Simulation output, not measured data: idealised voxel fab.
Name of the process module below: voxel capacitor over wiring
In the cross-section labelled cut, the width is 285 nm and each square cell is 5 nm.
When this document writes out a cross-section, it uses a grid of square cells and lists it as bands, beginning at the top and moving down, with a band standing for one or more rows of cells. Band entry format. Leading values: height of top, height of bottom, nm. Remainder: materials in left-to-right order, each with its width in nm. Special words: "all across" on a single material, which then fills the band edge to edge; "air", empty space. Height reference: 0 = level under which incoming wafer is all one material. Lowest band: no bottom, runs on downward, e.g. "top 0, no bottom". A two-number width, for instance "30 to 40", indicates that the width is equal to the first number in the top row of the band and to the second number in the bottom row, and that it changes by a constant amount per row of cells. "same as before" means the step left every cell of the cross-section as it was. Look at "Encapsulated voids" for the closed voids: empty spaces with no open path to the top, sized 8 cells or up. Each is width x height at distance, distance from the left edge, all nm. Read whatever lies past the settings on a step's line as the simulator's own remark about the step. Steps that use a mask can have "overlay nm" on their line. It says how far the mask sat to the right of where it was meant to be. Negative means to the left.
-- The planned process steps are enumerated hereunder
1: RECEIVE with material Si
2: CONFORMAL_DEP with material SiO2, thk nm 15
3: CONFORMAL_DEP with material SiCN, thk nm 5
4: DIRECTIONAL_DEP with material SiO2, thk nm 20
5: DIRECTIONAL_DEP with material aC, thk nm 10
6: PATTERN with tone open, mask id METAL_1, material resist, width nm 20, pitch nm 75, thk nm 30, overlay nm 0
7: DIRECTIONAL_ETCH with etch materials aC, depth nm 10
8: STRIP with etch materials resist
9: DIRECTIONAL_ETCH with etch materials SiO2, depth nm 20
10: DIRECTIONAL_ETCH with etch materials SiCN, depth nm 5
11: STRIP with etch materials aC
12: CONFORMAL_DEP with material TiN, thk nm 5
13: FILL_DEP with material Cu, thk nm 10
14: CMP with height nm 40
15: EPI with material Ru, thk nm 5
16: FILL_DEP with material SiCN, thk nm 5
17: DIRECTIONAL_DEP with material lowk, thk nm 10
18: PATTERN with tone open, mask id PLUG_1, material resist, width nm 15, thk nm 15, overlay nm 0
19: DIRECTIONAL_ETCH with etch materials lowk, depth nm 10
20: DIRECTIONAL_ETCH with etch materials SiCN, depth nm 5
21: STRIP with etch materials resist
22: CONFORMAL_DEP with material TiN, thk nm 5
23: FILL_DEP with material W, thk nm 5
24: CMP with height nm 60
25: DIRECTIONAL_DEP with material TiN, thk nm 5
26: DIRECTIONAL_DEP with material HfO2, thk nm 5
27: DIRECTIONAL_DEP with material TiN, thk nm 5
28: PATTERN with tone cover, mask id UPPER_PLATE, material resist, width nm 60, thk nm 15, overlay nm 0
29: DIRECTIONAL_ETCH with etch materials TiN, depth nm 5
30: DIRECTIONAL_ETCH with etch materials HfO2, depth nm 5
31: STRIP with etch materials resist
32: MASKED_ETCH with tone cover, mask id LOWER_PLATE, width nm 70, etch materials TiN, depth nm 5, overlay nm 0
33: FILL_DEP with material SiO2, thk nm 20
34: CMP with height nm 90
35: DIRECTIONAL_DEP with material aC, thk nm 10
36: PATTERN with tone open, mask id PLUG_2, material resist, width nm 15, thk nm 30, overlay nm 0
37: DIRECTIONAL_ETCH with etch materials aC, depth nm 10
38: STRIP with etch materials resist
39: DIRECTIONAL_ETCH with etch materials SiO2, depth nm 15
40: STRIP with etch materials aC
41: CONFORMAL_DEP with material TiN, thk nm 5
42: FILL_DEP with material W, thk nm 5
43: CMP with height nm 90
44: CONFORMAL_DEP with material SiN, thk nm 5
-- So this is the incoming wafer in cross-section - it's already been through step 1
    top 0, no bottom  Si all across
    Encapsulated voids: none
-- The cross-section shown corresponds to the wafer at the conclusion of the module. The initial structure and the process plan are those presented above; however, one mistake occurred in executing the plan
    top 95, bottom 90  SiN all across
    top 90, bottom 80  110 SiO2  5 TiN  5 W  5 TiN  160 SiO2
    top 80, bottom 70  110 to 100 SiO2  15 to 60 TiN  160 to 125 SiO2
    top 70, bottom 65  100 SiO2  60 HfO2  125 SiO2
    top 65, bottom 60  100 SiO2  60 TiN  125 SiO2
    top 60, bottom 50  100 lowk  5 TiN  5 W  5 TiN  170 lowk
    top 50, bottom 45  100 SiCN  15 TiN  170 SiCN
    top 45, bottom 40  90 SiCN  30 Ru  45 SiCN  30 Ru  90 SiCN
    top 40, bottom 20  95 SiO2  5 TiN  10 Cu  5 TiN  55 SiO2  5 TiN  10 Cu  5 TiN  95 SiO2
    top 20, bottom 15  95 SiCN  20 TiN  55 SiCN  20 TiN  95 SiCN
    top 15, bottom 0  SiO2 all across
    top 0, no bottom  Si all across
    Encapsulated voids: none
Diagnosis: the process deviated at step 32: the operation and settings actually run there were MASKED_ETCH with tone cover, mask id LOWER_PLATE, width nm 60, etch materials TiN, depth nm 5, overlay nm 0
